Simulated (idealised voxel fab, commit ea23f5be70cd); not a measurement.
This section sets out a process module, namely voxel self aligned vias.
Xsec cut, 280 nm wide, square cell size 5 nm.
Cross-section, as written here: a square-cell grid given band by band from the top down, where a band holds one or more rows of cells.
Band entry format. Leading values: height of top, height of bottom, nm. Remainder: materials in left-to-right order, each with its width in nm. Special words: "all across" on a single material, which then fills the band edge to edge; "blank", empty space.
For the purposes of this specification, 0 denotes the height below which the wafer in its as-received condition is composed wholly of one material, and the lowermost band, lacking a lower limit, extends downward without end, as expressed in "top 0, no bottom".
A width given as "30 to 40" starts at the first number in the band's top row and ends at the second number in its bottom row, shifting by an equal amount at every step from row to row.
Any step labelled "nothing got changed" changed none of the cells in the cross-section.
Each empty space that has no open way to the top and spans at least 8 cells appears under "Listed closed voids" as width x height at distance, the distance counted from the left edge, all in nm.
Anything after a step's settings on that line? It's the simulator's own note about the step.
A step line may carry the setting "overlay nm", which, for steps involving a mask, states the distance by which the mask lay to the right of its intended position; negative values denote displacement to the left.

-- The steps planned for the process are as follows
step 1: RECEIVE (material Si)
step 2: CONFORMAL_DEP (material SiO2; thk nm 10)
step 3: CONFORMAL_DEP (material SiCN; thk nm 5)
step 4: DIRECTIONAL_DEP (material lowk; thk nm 10)
step 5: DIRECTIONAL_DEP (material aC; thk nm 10)
step 6: PATTERN (tone open; mask id LINES; material resist; width nm 25; pitch nm 70; thk nm 25; overlay nm 0)
step 7: DIRECTIONAL_ETCH (etch materials aC; depth nm 10)
step 8: STRIP (etch materials resist)
step 9: DIRECTIONAL_ETCH (etch materials lowk; depth nm 20)
step 10: STRIP (etch materials aC)
step 11: CONFORMAL_DEP (material TiN; thk nm 5)
step 12: FILL_DEP (material Ru; thk nm 10)
step 13: CMP (height nm 35)
step 14: SELECTIVE_ETCH (etch materials W Ru TiN; depth nm 10)
step 15: FILL_DEP (material SiN; thk nm 10)
step 16: CMP (height nm 35)
step 17: DIRECTIONAL_DEP (material lowk; thk nm 15)
step 18: DIRECTIONAL_DEP (material aC; thk nm 15)
step 19: PATTERN (tone open; mask id VIAS; material resist; width nm 45; pitch nm 70; thk nm 30; overlay nm 0)
step 20: DIRECTIONAL_ETCH (etch materials aC; depth nm 15)
step 21: STRIP (etch materials resist)
step 22: DIRECTIONAL_ETCH (etch materials lowk; depth nm 15)
step 23: DIRECTIONAL_ETCH (etch materials SiN; depth nm 10)
step 24: STRIP (etch materials aC)
step 25: CONFORMAL_DEP (material TiN; thk nm 5)
step 26: FILL_DEP (material W; thk nm 10)
step 27: CMP (height nm 50)
step 28: CONFORMAL_DEP (material SiCN; thk nm 5)
The value of thk nm given for step 4 in the plan refers to the first wafer; the wafers vary in this setting and are alike at the start.

-- Incoming state of the first of several wafers in cross-section: after step 1
  top 0, no bottom  Si all across
  Listed closed voids: none

-- End of the module, past its last step, step 28: how the first of several wafers looks in cross-section
  top 55, bottom 50  SiCN all across
  top 50, bottom 35  lowk 45 / TiN 5 / W 35 / TiN 5 / lowk 25 / TiN 5 / W 35 / TiN 5 / lowk 25 / TiN 5 / W 35 / TiN 5 / lowk 50
  top 35, bottom 30  SiN 45 / TiN 5 / W 35 / TiN 5 / SiN 25 / TiN 5 / W 35 / TiN 5 / SiN 25 / TiN 5 / W 35 / TiN 5 / SiN 50
  top 30, bottom 25  SiN 45 / TiN 45 / SiN 25 / TiN 45 / SiN 25 / TiN 45 / SiN 50
  top 25, bottom 20  lowk 55 / TiN 5 / Ru 15 / TiN 5 / lowk 45 / TiN 5 / Ru 15 / TiN 5 / lowk 45 / TiN 5 / Ru 15 / TiN 5 / lowk 60
  top 20, bottom 15  lowk 55 / TiN 25 / lowk 45 / TiN 25 / lowk 45 / TiN 25 / lowk 60
  top 15, bottom 10  SiCN all across
  top 10, bottom 0  SiO2 all across
  top 0, no bottom  Si all across
  Listed closed voids: none

-- Sectional view of the last wafer upon completion of the module
  top 55, bottom 50  SiCN all across
  top 50, bottom 40  lowk 45 / TiN 5 / W 35 / TiN 5 / lowk 25 / TiN 5 / W 35 / TiN 5 / lowk 25 / TiN 5 / W 35 / TiN 5 / lowk 50
  top 40, bottom 35  lowk 45 / TiN 15 / W 15 / TiN 15 / lowk 25 / TiN 15 / W 15 / TiN 15 / lowk 25 / TiN 15 / W 15 / TiN 15 / lowk 50
  top 35, bottom 30  lowk 55 / TiN 25 / lowk 45 / TiN 25 / lowk 45 / TiN 25 / lowk 60
  top 30, bottom 15  lowk all across
  top 15, bottom 10  SiCN all across
  top 10, bottom 0  SiO2 all across
  top 0, no bottom  Si all across
  Listed closed voids: none

-- each wafer at the end: cells of each material gained (+) or lost (-) since it was received, then its closed voids
thk nm 10 | +9 Ru | +112 SiCN | +58 SiN | +112 SiO2 | +72 TiN | +84 W | +169 lowk | Listed closed voids: none
thk nm 15 | +9 Ru | +112 SiCN | +29 SiN | +112 SiO2 | +72 TiN | +72 W | +210 lowk | Listed closed voids: none
thk nm 20 | +9 Ru | +112 SiCN | +112 SiO2 | +72 TiN | +60 W | +251 lowk | Listed closed voids: none
thk nm 25 | +112 SiCN | +112 SiO2 | +66 TiN | +60 W | +266 lowk | Listed closed voids: none
thk nm 30 | +112 SiCN | +112 SiO2 | +51 TiN | +60 W | +281 lowk | Listed closed voids: none
thk nm 35 | +112 SiCN | +112 SiO2 | +45 TiN | +51 W | +296 lowk | Listed closed voids: none
